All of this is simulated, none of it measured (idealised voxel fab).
A process module follows: voxel air gaps.
165 nm wide, 5 nm square cells: that's cross-section cut.
Square cells in a grid make up a cross-section in this document, and the grid is given as bands, listed from the top down, each one or more rows of cells. This entry defines a band. It first specifies the height of the band's top and the height of its bottom in nm, and then specifies the band's materials from left to right, stating each material with its width in nm. The word "everywhere" identifies a single material that fills the band from edge to edge, while the word "empty" identifies empty space. Ref level 0: as-received wafer is one material below here. Bottom band extends down with no lower bound ("0 nm and below"). With a width like "30->40", each row of cells in the band differs from the next by the same amount, the top row carrying the first number and the bottom row the second. "everything unchanged" means the step left every cell of the cross-section as it was. In "Fully sealed cavities" the enclosed voids are listed, meaning empty spaces of 8 cells or larger without any opening to the top. The form is width x height at distance, distance from the left edge, units nm. Note: text after step settings on the step line = simulator remark on that step. You can add "overlay nm" to a step's line. For a step with a mask, it describes how far the mask lay to the right of its planned position, and a negative number describes a lay to the left.
Planned process steps:
1,RECEIVE with material Si
2,CONFORMAL_DEP with material SiO2, thk nm 15
3,CONFORMAL_DEP with material SiCN, thk nm 5
4,DIRECTIONAL_DEP with material lowk, thk nm 30
5,DIRECTIONAL_DEP with material aC, thk nm 10
6,PATTERN with tone open, mask id LINES, material resist, width nm 20, pitch nm 45, thk nm 25, overlay nm 0
7,DIRECTIONAL_ETCH with etch materials aC, depth nm 10
8,STRIP with etch materials resist
9,DIRECTIONAL_ETCH with etch materials lowk, depth nm 30
10,STRIP with etch materials aC
11,CONFORMAL_DEP with material TiN, thk nm 5
12,FILL_DEP with material Ru, thk nm 5
13,CMP with height nm 50
14,EPI with material Ru, thk nm 10
15,SELECTIVE_ETCH with etch materials lowk, depth nm 40
16,CONFORMAL_DEP with material SiCN, thk nm 5
The wafers in this document start out alike and differ in the thk nm applied at step 16; the plan shows the value used for the first wafer.
Cross-sectional view of the first of several wafers in the as-received condition, corresponding to the state following step 1:
* 0 nm and below | Si everywhere
* Fully sealed cavities: none
Here's the first of several wafers in cross-section, end of the module, after the last step, step 16:
* 65 nm to 60 nm | empty (10); SiCN (140); empty (15)
* 60 nm to 50 nm | empty (10); SiCN (5); Ru (40); SiCN (5); Ru (40); SiCN (5); Ru (40); SiCN (5); empty (15)
* 50 nm to 45 nm | empty (10); SiCN (15); TiN (5); Ru (10); TiN (5); SiCN (25); TiN (5); Ru (10); TiN (5); SiCN (25); TiN (5); Ru (10); TiN (5); SiCN (15); empty (15)
* 45 nm to 25 nm | empty (20); SiCN (5); TiN (5); Ru (10); TiN (5); SiCN (5); empty (15); SiCN (5); TiN (5); Ru (10); TiN (5); SiCN (5); empty (15); SiCN (5); TiN (5); Ru (10); TiN (5); SiCN (5); empty (25)
* 25 nm to 20 nm | SiCN (25); TiN (20); SiCN (25); TiN (20); SiCN (25); TiN (20); SiCN (30)
* 20 nm to 15 nm | SiCN everywhere
* 15 nm to 0 nm | SiO2 everywhere
* 0 nm and below | Si everywhere
* Fully sealed cavities: 15 x 20 at 50; 15 x 20 at 95
Of the several wafers, the last: cross-section at the end of the module:
* 80 nm to 60 nm | SiCN everywhere
* 60 nm to 50 nm | SiCN (15); Ru (40); SiCN (5); Ru (40); SiCN (5); Ru (40); SiCN (20)
* 50 nm to 45 nm | SiCN (25); TiN (5); Ru (10); TiN (5); SiCN (25); TiN (5); Ru (10); TiN (5); SiCN (25); TiN (5); Ru (10); TiN (5); SiCN (30)
* 45 nm to 25 nm | SiCN (25); TiN (5); Ru (10); TiN (5); SiCN (5); empty (15); SiCN (5); TiN (5); Ru (10); TiN (5); SiCN (5); empty (15); SiCN (5); TiN (5); Ru (10); TiN (5); SiCN (30)
* 25 nm to 20 nm | SiCN (25); TiN (20); SiCN (25); TiN (20); SiCN (25); TiN (20); SiCN (30)
* 20 nm to 15 nm | SiCN everywhere
* 15 nm to 0 nm | SiO2 everywhere
* 0 nm and below | Si everywhere
* Fully sealed cavities: 15 x 20 at 50; 15 x 20 at 95
Wafer rows, end of module: cells per material gained (+) or lost (-) since receipt; closed voids last:
thk nm 5, +78 Ru, +130 SiCN, +99 SiO2, +42 TiN, Fully sealed cavities: 15 x 20 at 50; 15 x 20 at 95
thk nm 10, +78 Ru, +187 SiCN, +99 SiO2, +42 TiN, Fully sealed cavities: 15 x 20 at 50; 15 x 20 at 95
thk nm 15, +78 Ru, +244 SiCN, +99 SiO2, +42 TiN, Fully sealed cavities: 15 x 20 at 50; 15 x 20 at 95
thk nm 20, +78 Ru, +285 SiCN, +99 SiO2, +42 TiN, Fully sealed cavities: 15 x 20 at 50; 15 x 20 at 95
